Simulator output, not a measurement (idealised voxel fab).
Title: Process Module voxel gate over fins
It is cross-section cut that appears here, measuring 150 nm in width, its square cells being 5 nm in size.
Format of a cross-section: grid, square cells. Given as bands. Order: top down. Band: one or more rows of cells. What a band's entry tells you: where the top is and where the bottom is, as heights in nm, and after that what lies inside, material by material from left to right, each with its width in nm. Empty space is written as the word "air", and a single material marked with the word "all across" occupies the band from edge to edge. Heights are reckoned from 0. Under this level, the received wafer is all of one material. The bottommost band is open-ended downward, for example "0 -> down". Graded width ("30..40"): value in top row of band = first number; value in bottom row = second number; row-to-row change constant. Basically "left unchanged" means that step didn't change any cell in the cross-section. Fully closed voids: empty space of 8 cells or more with no open way to the top, each as width x height at its distance from the left edge, in nm. Post-settings text on a step line: simulator's own remark regarding the step. "overlay nm" answers the question of how far to the right of plan the mask lay on a step that has a mask, and when it is negative the answer is to the left.
[Steps in the process plan]
- 1: RECEIVE, material Si
- 2: CONFORMAL_DEP, material SiN, thk nm 5
- 3: MASKED_ETCH, tone cover, mask id FINS, width nm 15, pitch nm 60, etch materials SiN, depth nm 5, overlay nm 0
- 4: MASKED_ETCH, tone cover, mask id FINS, width nm 15, pitch nm 60, etch materials Si, depth nm 40, overlay nm 0
- 5: OXIDIZE, depth nm 5
- 6: FILL_DEP, material SiO2, thk nm 5
- 7: CMP, height nm 5
- 8: DIRECTIONAL_DEP, material aC, thk nm 15
- 9: PATTERN, tone open, mask id RAIL, material resist, width nm 15, thk nm 35, overlay nm 0
- 10: DIRECTIONAL_ETCH, etch materials aC, depth nm 15
- 11: STRIP, etch materials resist
- 12: DIRECTIONAL_ETCH, etch materials SiO2, depth nm 40
- 13: STRIP, etch materials aC
- 14: CONFORMAL_DEP, material TiN, thk nm 5
- 15: FILL_DEP, material W, thk nm 10
- 16: CMP, height nm 5
- 17: SELECTIVE_ETCH, etch materials W Ru TiN, depth nm 25
- 18: FILL_DEP, material SiO2, thk nm 5
- 19: CMP, height nm 5
- 20: SELECTIVE_ETCH, etch materials SiO2, depth nm 20
- 21: STRIP, etch materials SiN
- 22: CONFORMAL_DEP, material HfO2, thk nm 5
- 23: CONFORMAL_DEP, material TiN, thk nm 5
- 24: FILL_DEP, material W, thk nm 10
- 25: CMP, height nm 15
- 26: CONFORMAL_DEP, material SiCN, thk nm 5
[So, the first of our two wafers, run just as we planned it]
[Shown in cross-section is the wafer as received, that is, as it stands after step 1]
- 0 -> down | Si all across
- Fully closed voids: none
[Once step 2 is through, the wafer looks like this in cross-section]
- 5 -> 0 | SiN all across
- Everything under 0 stays put, no change at all.
[Once step 3 is through, the wafer looks like this in cross-section]
- 5 -> 0 | 35 nm air / 15 nm SiN / 45 nm air / 15 nm SiN / 40 nm air
- Everything under 0 stays put, no change at all.
[Once step 4 is through, the wafer looks like this in cross-section]
- 5 -> 0 | 35 nm air / 15 nm SiN / 45 nm air / 15 nm SiN / 40 nm air
- 0 -> -40 | 35 nm air / 15 nm Si / 45 nm air / 15 nm Si / 40 nm air
- Everything under -40 stays put, no change at all.
[Once step 5 is through, the wafer looks like this in cross-section]
- 5 -> 0 | 35 nm air / 15 nm SiN / 45 nm air / 15 nm SiN / 40 nm air
- 0 -> -40 | 35 nm air / 5 nm SiO2 / 5 nm Si / 5 nm SiO2 / 45 nm air / 5 nm SiO2 / 5 nm Si / 5 nm SiO2 / 40 nm air
- -40 -> -45 | 40 nm SiO2 / 5 nm Si / 55 nm SiO2 / 5 nm Si / 45 nm SiO2
- Everything under -45 stays put, no change at all.
[Once step 6 is through, the wafer looks like this in cross-section]
- 10 -> 5 | SiO2 all across
- 5 -> 0 | 35 nm SiO2 / 15 nm SiN / 45 nm SiO2 / 15 nm SiN / 40 nm SiO2
- 0 -> -45 | 40 nm SiO2 / 5 nm Si / 55 nm SiO2 / 5 nm Si / 45 nm SiO2
- Everything under -45 stays put, no change at all.
[Once step 7 is through, the wafer looks like this in cross-section]
- 5 -> 0 | 35 nm SiO2 / 15 nm SiN / 45 nm SiO2 / 15 nm SiN / 40 nm SiO2
- Everything under 0 stays put, no change at all.
[Once step 8 is through, the wafer looks like this in cross-section]
- 20 -> 5 | aC all across
- Everything under 5 stays put, no change at all.
[Once step 9 is through, the wafer looks like this in cross-section]
- 55 -> 20 | 65 nm resist / 15 nm air / 70 nm resist
- Everything under 20 stays put, no change at all.
[Once step 10 is through, the wafer looks like this in cross-section]
- 40 -> 20 | 65 nm resist / 15 nm air / 70 nm resist
- 20 -> 5 | 65 nm aC / 15 nm air / 70 nm aC
- Everything under 5 stays put, no change at all.
[Once step 11 is through, the wafer looks like this in cross-section]
- 20 -> 5 | 65 nm aC / 15 nm air / 70 nm aC
- Everything under 5 stays put, no change at all.
[Once step 12 is through, the wafer looks like this in cross-section]
- 20 -> 5 | 65 nm aC / 15 nm air / 70 nm aC
- 5 -> 0 | 35 nm SiO2 / 15 nm SiN / 15 nm SiO2 / 15 nm air / 15 nm SiO2 / 15 nm SiN / 40 nm SiO2
- 0 -> -35 | 40 nm SiO2 / 5 nm Si / 20 nm SiO2 / 15 nm air / 20 nm SiO2 / 5 nm Si / 45 nm SiO2
- Everything under -35 stays put, no change at all.
[Once step 13 is through, the wafer looks like this in cross-section]
- 5 -> 0 | 35 nm SiO2 / 15 nm SiN / 15 nm SiO2 / 15 nm air / 15 nm SiO2 / 15 nm SiN / 40 nm SiO2
- Everything under 0 stays put, no change at all.
[Once step 14 is through, the wafer looks like this in cross-section]
- 10 -> 5 | 70 nm TiN / 5 nm air / 75 nm TiN
- 5 -> 0 | 35 nm SiO2 / 15 nm SiN / 15 nm SiO2 / 5 nm TiN / 5 nm air / 5 nm TiN / 15 nm SiO2 / 15 nm SiN / 40 nm SiO2
- 0 -> -30 | 40 nm SiO2 / 5 nm Si / 20 nm SiO2 / 5 nm TiN / 5 nm air / 5 nm TiN / 20 nm SiO2 / 5 nm Si / 45 nm SiO2
- -30 -> -35 | 40 nm SiO2 / 5 nm Si / 20 nm SiO2 / 15 nm TiN / 20 nm SiO2 / 5 nm Si / 45 nm SiO2
- Everything under -35 stays put, no change at all.
[Once step 15 is through, the wafer looks like this in cross-section]
- 20 -> 10 | W all across
- 10 -> 5 | 70 nm TiN / 5 nm W / 75 nm TiN
- 5 -> 0 | 35 nm SiO2 / 15 nm SiN / 15 nm SiO2 / 5 nm TiN / 5 nm W / 5 nm TiN / 15 nm SiO2 / 15 nm SiN / 40 nm SiO2
- 0 -> -30 | 40 nm SiO2 / 5 nm Si / 20 nm SiO2 / 5 nm TiN / 5 nm W / 5 nm TiN / 20 nm SiO2 / 5 nm Si / 45 nm SiO2
- Everything under -30 stays put, no change at all.
[Once step 16 is through, the wafer looks like this in cross-section]
- 5 -> 0 | 35 nm SiO2 / 15 nm SiN / 15 nm SiO2 / 5 nm TiN / 5 nm W / 5 nm TiN / 15 nm SiO2 / 15 nm SiN / 40 nm SiO2
- Everything under 0 stays put, no change at all.
[Once step 17 is through, the wafer looks like this in cross-section]
- 5 -> 0 | 35 nm SiO2 / 15 nm SiN / 15 nm SiO2 / 15 nm air / 15 nm SiO2 / 15 nm SiN / 40 nm SiO2
- 0 -> -20 | 40 nm SiO2 / 5 nm Si / 20 nm SiO2 / 15 nm air / 20 nm SiO2 / 5 nm Si / 45 nm SiO2
- Everything under -20 stays put, no change at all.
[Once step 18 is through, the wafer looks like this in cross-section]
- 10 -> 5 | SiO2 all across
- 5 -> 0 | 35 nm SiO2 / 15 nm SiN / 45 nm SiO2 / 15 nm SiN / 40 nm SiO2
- 0 -> -20 | 40 nm SiO2 / 5 nm Si / 55 nm SiO2 / 5 nm Si / 45 nm SiO2
- Everything under -20 stays put, no change at all.
[Once step 19 is through, the wafer looks like this in cross-section]
- 5 -> 0 | 35 nm SiO2 / 15 nm SiN / 45 nm SiO2 / 15 nm SiN / 40 nm SiO2
- Everything under 0 stays put, no change at all.
[Once step 20 is through, the wafer looks like this in cross-section]
- 5 -> 0 | 35 nm air / 15 nm SiN / 45 nm air / 15 nm SiN / 40 nm air
- 0 -> -15 | 40 nm air / 5 nm Si / 55 nm air / 5 nm Si / 45 nm air
- Everything under -15 stays put, no change at all.
[Once step 21 is through, the wafer looks like this in cross-section]
- 0 -> -15 | 40 nm air / 5 nm Si / 55 nm air / 5 nm Si / 45 nm air
- Everything under -15 stays put, no change at all.
[Once step 22 is through, the wafer looks like this in cross-section]
- 5 -> 0 | 35 nm air / 15 nm HfO2 / 45 nm air / 15 nm HfO2 / 40 nm air
- 0 -> -10 | 35 nm air / 5 nm HfO2 / 5 nm Si / 5 nm HfO2 / 45 nm air / 5 nm HfO2 / 5 nm Si / 5 nm HfO2 / 40 nm air
- -10 -> -15 | 40 nm HfO2 / 5 nm Si / 55 nm HfO2 / 5 nm Si / 45 nm HfO2
- Everything under -15 stays put, no change at all.
[Once step 23 is through, the wafer looks like this in cross-section]
- 10 -> 5 | 30 nm air / 25 nm TiN / 35 nm air / 25 nm TiN / 35 nm air
- 5 -> 0 | 30 nm air / 5 nm TiN / 15 nm HfO2 / 5 nm TiN / 35 nm air / 5 nm TiN / 15 nm HfO2 / 5 nm TiN / 35 nm air
- 0 -> -5 | 30 nm air / 5 nm TiN / 5 nm HfO2 / 5 nm Si / 5 nm HfO2 / 5 nm TiN / 35 nm air / 5 nm TiN / 5 nm HfO2 / 5 nm Si / 5 nm HfO2 / 5 nm TiN / 35 nm air
- -5 -> -10 | 35 nm TiN / 5 nm HfO2 / 5 nm Si / 5 nm HfO2 / 45 nm TiN / 5 nm HfO2 / 5 nm Si / 5 nm HfO2 / 40 nm TiN
- Everything under -10 stays put, no change at all.
[Once step 24 is through, the wafer looks like this in cross-section]
- 20 -> 10 | W all across
- 10 -> 5 | 30 nm W / 25 nm TiN / 35 nm W / 25 nm TiN / 35 nm W
- 5 -> 0 | 30 nm W / 5 nm TiN / 15 nm HfO2 / 5 nm TiN / 35 nm W / 5 nm TiN / 15 nm HfO2 / 5 nm TiN / 35 nm W
- 0 -> -5 | 30 nm W / 5 nm TiN / 5 nm HfO2 / 5 nm Si / 5 nm HfO2 / 5 nm TiN / 35 nm W / 5 nm TiN / 5 nm HfO2 / 5 nm Si / 5 nm HfO2 / 5 nm TiN / 35 nm W
- Everything under -5 stays put, no change at all.
[Once step 25 is through, the wafer looks like this in cross-section]
- 15 -> 10 | W all across
- Everything under 10 stays put, no change at all.
[Once step 26 is through, the wafer looks like this in cross-section]
- 20 -> 15 | SiCN all across
- Everything under 15 stays put, no change at all.
[Companion wafer, the second of two: same beginning, same intended sequence, one mistake in carrying it out; through step 17 inclusive it tracks the first exactly]
[Cross-section: second wafer, time at which step 18 was scheduled to end]
- 10 -> 5 | SiCN all across
- 5 -> 0 | 35 nm SiO2 / 15 nm SiN / 15 nm SiO2 / 15 nm SiCN / 15 nm SiO2 / 15 nm SiN / 40 nm SiO2
- 0 -> -20 | 40 nm SiO2 / 5 nm Si / 20 nm SiO2 / 15 nm SiCN / 20 nm SiO2 / 5 nm Si / 45 nm SiO2
- Everything under -20 stays put, no change at all.
[Cross-section: second wafer, time at which step 19 was scheduled to end]
- 5 -> 0 | 35 nm SiO2 / 15 nm SiN / 15 nm SiO2 / 15 nm SiCN / 15 nm SiO2 / 15 nm SiN / 40 nm SiO2
- Everything under 0 stays put, no change at all.
[Cross-section: second wafer, time at which step 20 was scheduled to end]
- 5 -> 0 | 35 nm air / 15 nm SiN / 15 nm air / 15 nm SiCN / 15 nm air / 15 nm SiN / 40 nm air
- 0 -> -15 | 40 nm air / 5 nm Si / 20 nm air / 15 nm SiCN / 20 nm air / 5 nm Si / 45 nm air
- Everything under -15 stays put, no change at all.
[Cross-section: second wafer, time at which step 21 was scheduled to end]
- 5 -> 0 | 65 nm air / 15 nm SiCN / 70 nm air
- Everything under 0 stays put, no change at all.
[Cross-section: second wafer, time at which step 22 was scheduled to end]
- 10 -> 5 | 60 nm air / 25 nm HfO2 / 65 nm air
- 5 -> 0 | 35 nm air / 15 nm HfO2 / 10 nm air / 5 nm HfO2 / 15 nm SiCN / 5 nm HfO2 / 10 nm air / 15 nm HfO2 / 40 nm air
- 0 -> -10 | 35 nm air / 5 nm HfO2 / 5 nm Si / 5 nm HfO2 / 10 nm air / 5 nm HfO2 / 15 nm SiCN / 5 nm HfO2 / 10 nm air / 5 nm HfO2 / 5 nm Si / 5 nm HfO2 / 40 nm air
- -10 -> -15 | 40 nm HfO2 / 5 nm Si / 20 nm HfO2 / 15 nm SiCN / 20 nm HfO2 / 5 nm Si / 45 nm HfO2
- Everything under -15 stays put, no change at all.
[Cross-section: second wafer, time at which step 23 was scheduled to end]
- 15 -> 10 | 55 nm air / 35 nm TiN / 60 nm air
- 10 -> 5 | 30 nm air / 30 nm TiN / 25 nm HfO2 / 30 nm TiN / 35 nm air
- 5 -> 0 | 30 nm air / 5 nm TiN / 15 nm HfO2 / 10 nm TiN / 5 nm HfO2 / 15 nm SiCN / 5 nm HfO2 / 10 nm TiN / 15 nm HfO2 / 5 nm TiN / 35 nm air
- 0 -> -5 | 30 nm air / 5 nm TiN / 5 nm HfO2 / 5 nm Si / 5 nm HfO2 / 10 nm TiN / 5 nm HfO2 / 15 nm SiCN / 5 nm HfO2 / 10 nm TiN / 5 nm HfO2 / 5 nm Si / 5 nm HfO2 / 5 nm TiN / 35 nm air
- -5 -> -10 | 35 nm TiN / 5 nm HfO2 / 5 nm Si / 5 nm HfO2 / 10 nm TiN / 5 nm HfO2 / 15 nm SiCN / 5 nm HfO2 / 10 nm TiN / 5 nm HfO2 / 5 nm Si / 5 nm HfO2 / 40 nm TiN
- Everything under -10 stays put, no change at all.
[Cross-section: second wafer, time at which step 24 was scheduled to end]
- 25 -> 15 | W all across
- 15 -> 10 | 55 nm W / 35 nm TiN / 60 nm W
- 10 -> 5 | 30 nm W / 30 nm TiN / 25 nm HfO2 / 30 nm TiN / 35 nm W
- 5 -> 0 | 30 nm W / 5 nm TiN / 15 nm HfO2 / 10 nm TiN / 5 nm HfO2 / 15 nm SiCN / 5 nm HfO2 / 10 nm TiN / 15 nm HfO2 / 5 nm TiN / 35 nm W
- 0 -> -5 | 30 nm W / 5 nm TiN / 5 nm HfO2 / 5 nm Si / 5 nm HfO2 / 10 nm TiN / 5 nm HfO2 / 15 nm SiCN / 5 nm HfO2 / 10 nm TiN / 5 nm HfO2 / 5 nm Si / 5 nm HfO2 / 5 nm TiN / 35 nm W
- Everything under -5 stays put, no change at all.
[Cross-section: second wafer, time at which step 25 was scheduled to end]
- 15 -> 10 | 55 nm W / 35 nm TiN / 60 nm W
- Everything under 10 stays put, no change at all.
[Cross-section: second wafer, time at which step 26 was scheduled to end]
- 20 -> 15 | SiCN all across
- Everything under 15 stays put, no change at all.
Finding, execution versus plan: step 18, actual vs plan mismatch, actual run FILL_DEP, material SiCN, thk nm 5
Looking at both finished wafers in cells, the second ends up ahead of or behind the first on some materials: +8 HfO2, +15 SiCN, -3 SiO2, +8 TiN, -28 W
